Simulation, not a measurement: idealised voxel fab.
process module | voxel gate over fins
In the cross-section labelled cut, the width is 145 nm and each square cell is 5 nm.
Throughout this document, each cross-section is represented as a grid of square cells and is presented as a sequence of bands enumerated from the top downward, where a band comprises one or more rows of cells.
Read a band's entry like this: the first values are the height of its top and the height of its bottom in nm, and what follows is the sequence of materials from left to right, each with its width in nm. Note that "blank" is empty space, and that a single material marked "full width" reaches across the band from edge to edge.
Ref level 0: as-received wafer is one material below here. Bottom band extends down with no lower bound ("top 0, no bottom").
When a width is written as two numbers, as in "30 to 40", the first number is the width in the top row of cells of the band and the second is the width in its bottom row, and the width changes by the same amount from each row to the next.
You'll sometimes find "identical to before" written for a step, and that's the way of saying that nowhere in the cross-section did a cell change during that step.
Enclosed voids (no open way to top), threshold 8 cells or more, entry "Fully sealed voids", notation width x height at distance, distance from left edge, nm.
Text after the settings on a step's line: the simulator's own remark on that step.
"overlay nm" denotes, for a step that has a mask, the displacement of the mask to the right of its planned place, with negative values corresponding to the left.
-- Steps in the process plan
1. RECEIVE, material Si
2. CONFORMAL_DEP, material SiN, thk nm 10
3. DIRECTIONAL_DEP, material aC, thk nm 15
4. PATTERN, tone cover, mask id FINS, material resist, width nm 15, pitch nm 40, thk nm 35, overlay nm 0
5. DIRECTIONAL_ETCH, etch materials aC, depth nm 15
6. STRIP, etch materials resist
7. DIRECTIONAL_ETCH, etch materials SiN, depth nm 10
8. DIRECTIONAL_ETCH, etch materials Si, depth nm 30
9. STRIP, etch materials aC
10. OXIDIZE, depth nm 5
11. FILL_DEP, material SiO2, thk nm 10
12. CMP, height nm 10
13. SELECTIVE_ETCH, etch materials SiO2, depth nm 25
14. STRIP, etch materials SiN
15. CONFORMAL_DEP, material HfO2, thk nm 5
16. CONFORMAL_DEP, material TiN, thk nm 5
17. FILL_DEP, material W, thk nm 10
18. CMP, height nm 15
19. CONFORMAL_DEP, material SiN, thk nm 5
-- Delivered wafer in cross-section: state after step 1
- top 0, no bottom  Si full width
- Fully sealed voids: none
-- Run as planned - first of the two wafers cross-sectioned at the end of the module
- top 20, bottom 15  SiN full width
- top 15, bottom 10  W full width
- top 10, bottom 5  W=20; TiN=25; W=15; TiN=25; W=15; TiN=25; W=20
- top 5, bottom 0  W=20; TiN=5; HfO2=15; TiN=5; W=15; TiN=5; HfO2=15; TiN=5; W=15; TiN=5; HfO2=15; TiN=5; W=20
- top 0, bottom -5  W=20; TiN=5; HfO2=5; Si=5; HfO2=5; TiN=5; W=15; TiN=5; HfO2=5; Si=5; HfO2=5; TiN=5; W=15; TiN=5; HfO2=5; Si=5; HfO2=5; TiN=5; W=20
- top -5, bottom -10  TiN=25; HfO2=5; Si=5; HfO2=5; TiN=25; HfO2=5; Si=5; HfO2=5; TiN=25; HfO2=5; Si=5; HfO2=5; TiN=25
- top -10, bottom -15  HfO2=30; Si=5; HfO2=35; Si=5; HfO2=35; Si=5; HfO2=30
- top -15, bottom -35  SiO2=30; Si=5; SiO2=35; Si=5; SiO2=35; Si=5; SiO2=30
- top -35, no bottom  Si full width
- Fully sealed voids: none
-- Wafer two, sectioned after the module: the first wafer's start, the first wafer's plan, and one mistake in how it was run
- top 20, bottom 15  SiN full width
- top 15, bottom 5  W full width
- top 5, bottom 0  W=25; TiN=15; W=25; TiN=15; W=25; TiN=15; W=25
- top 0, bottom -10  W=25; TiN=5; Si=5; TiN=5; W=25; TiN=5; Si=5; TiN=5; W=25; TiN=5; Si=5; TiN=5; W=25
- top -10, bottom -15  TiN=30; Si=5; TiN=35; Si=5; TiN=35; Si=5; TiN=30
- top -15, bottom -35  SiO2=30; Si=5; SiO2=35; Si=5; SiO2=35; Si=5; SiO2=30
- top -35, no bottom  Si full width
- Fully sealed voids: none
The mistake made against the process plan was this: step 15 of the plan was excluded from execution and never run
Wafer comparison, final, in cells, second relative to first, materials more or fewer: HfO2 -47; W +47
